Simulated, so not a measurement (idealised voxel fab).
process module | voxel wiring stack
cross-section cut | 280 nm wide | cells 5 nm
A cross-section is a grid of square cells, given in bands from the top down. A band is one or more rows of cells.
Each band's line starts with the height of the band's top and of its bottom, in nm. Then come its materials from left to right, each with its width in nm. One material with "throughout" fills the band from edge to edge. "air" is empty space.
Height 0 is the level under which the wafer as received is all one material. The lowest band goes on downwards, as in "0 down".
A width such as "30 to 40" changes by the same amount from each row of cells to the next, from the band's top row to its bottom row.
"no change" after a step means that no cell of the cross-section changed.
closed voids: empty space of 8 cells or more with no open way to the top, each as width x height at its distance from the left edge, in nm
after a step's settings: what the simulator itself notes on the step
overlay nm, on a step with a mask: how far to the right of its planned place the mask lay; to the left if negative
plan
1 op RECEIVE | material Si
2 op CONFORMAL_DEP | material SiO2 | thk nm 15
3 op DIRECTIONAL_DEP | material TiN | thk nm 5
4 op DIRECTIONAL_DEP | material Ru | thk nm 25
5 op MASKED_ETCH | tone cover | mask id METAL_1 | width nm 20 | pitch nm 50 | etch materials Ru | depth nm 25 | overlay nm 0
6 op MASKED_ETCH | tone cover | mask id METAL_1 | width nm 20 | pitch nm 50 | etch materials TiN | depth nm 5 | overlay nm 0
7 op CONFORMAL_DEP | material SiCN | thk nm 5
8 op FILL_DEP | material SiO2 | thk nm 5
9 op CMP | height nm 45
10 op CONFORMAL_DEP | material SiCN | thk nm 5
11 op DIRECTIONAL_DEP | material lowk | thk nm 20
12 op PATTERN | tone open | mask id PLUG_1 | material resist | width nm 15 | pitch nm 100 | thk nm 15 | overlay nm 0
13 op DIRECTIONAL_ETCH | etch materials lowk | depth nm 20
14 op DIRECTIONAL_ETCH | etch materials SiCN | depth nm 5
15 op STRIP | etch materials resist
16 op CONFORMAL_DEP | material TiN | thk nm 5
17 op FILL_DEP | material W | thk nm 5
18 op CMP | height nm 70
19 op DIRECTIONAL_DEP | material TiN | thk nm 5
20 op DIRECTIONAL_DEP | material Ru | thk nm 20
21 op DIRECTIONAL_DEP | material aC | thk nm 10
22 op PATTERN | tone cover | mask id METAL_2 | material resist | width nm 20 | pitch nm 50 | thk nm 30 | overlay nm 0
23 op DIRECTIONAL_ETCH | etch materials aC | depth nm 10
24 op STRIP | etch materials resist
25 op DIRECTIONAL_ETCH | etch materials Ru | depth nm 20
26 op DIRECTIONAL_ETCH | etch materials TiN | depth nm 5
27 op STRIP | etch materials aC
28 op CONFORMAL_DEP | material SiN | thk nm 5
29 op FILL_DEP | material lowk | thk nm 5
30 op CMP | height nm 95
31 op CONFORMAL_DEP | material SiCN | thk nm 5
32 op DIRECTIONAL_DEP | material lowk | thk nm 25
33 op MASKED_ETCH | tone open | mask id METAL_3_HOLES | width nm 15 | pitch nm 100 | etch materials lowk | depth nm 25 | overlay nm 0
34 op PATTERN | tone open | mask id METAL_3 | material resist | width nm 20 | pitch nm 50 | thk nm 20 | overlay nm 0
35 op DIRECTIONAL_ETCH | etch materials lowk | depth nm 15
36 op DIRECTIONAL_ETCH | etch materials SiCN | depth nm 5
37 op STRIP | etch materials resist
38 op CONFORMAL_DEP | material TiN | thk nm 5
39 op FILL_DEP | material Cu | thk nm 5
40 op CMP | height nm 125
41 op CONFORMAL_DEP | material SiN | thk nm 5
as received, after step 1
  0 down: Si throughout
  closed voids: none
a wafer at the end: this start, this plan, one mistake
  130 to 125: SiN throughout
  125 to 115: lowk 80 | TiN 5 | Cu 10 | TiN 5 | lowk 30 | TiN 5 | Cu 10 | TiN 5 | lowk 30 | TiN 5 | Cu 10 | TiN 5 | lowk 80
  115 to 110: lowk 80 | TiN 5 | Cu 5 | TiN 10 | lowk 30 | TiN 20 | lowk 30 | TiN 5 | Cu 5 | TiN 10 | lowk 80
  110 to 100: lowk 80 | TiN 5 | Cu 5 | TiN 5 | lowk 85 | TiN 5 | Cu 5 | TiN 5 | lowk 85
  100 to 95: SiCN 80 | TiN 15 | SiCN 85 | TiN 15 | SiCN 85
  95 to 75: lowk 75 | SiN 5 | Ru 20 | SiN 5 | lowk 20 | SiN 5 | Ru 20 | SiN 5 | lowk 20 | SiN 5 | Ru 20 | SiN 5 | lowk 75
  75 to 70: SiN 80 | TiN 20 | SiN 30 | TiN 20 | SiN 30 | TiN 20 | SiN 80
  70 to 50: lowk 80 | TiN 5 | W 5 | TiN 5 | lowk 85 | TiN 5 | W 5 | TiN 5 | lowk 85
  50 to 45: SiCN 80 | TiN 15 | SiCN 85 | TiN 15 | SiCN 85
  45 to 35: SiO2 75 | SiCN 5 | Ru 20 | SiCN 5 | SiO2 20 | SiCN 5 | Ru 20 | SiCN 5 | SiO2 20 | SiCN 5 | Ru 20 | SiCN 5 | SiO2 75
  35 to 30: SiCN 80 | TiN 20 | SiCN 30 | TiN 20 | SiCN 30 | TiN 20 | SiCN 80
  30 to 0: SiO2 throughout
  0 down: Si throughout
  closed voids: none
what went wrong: step 2 was run twice
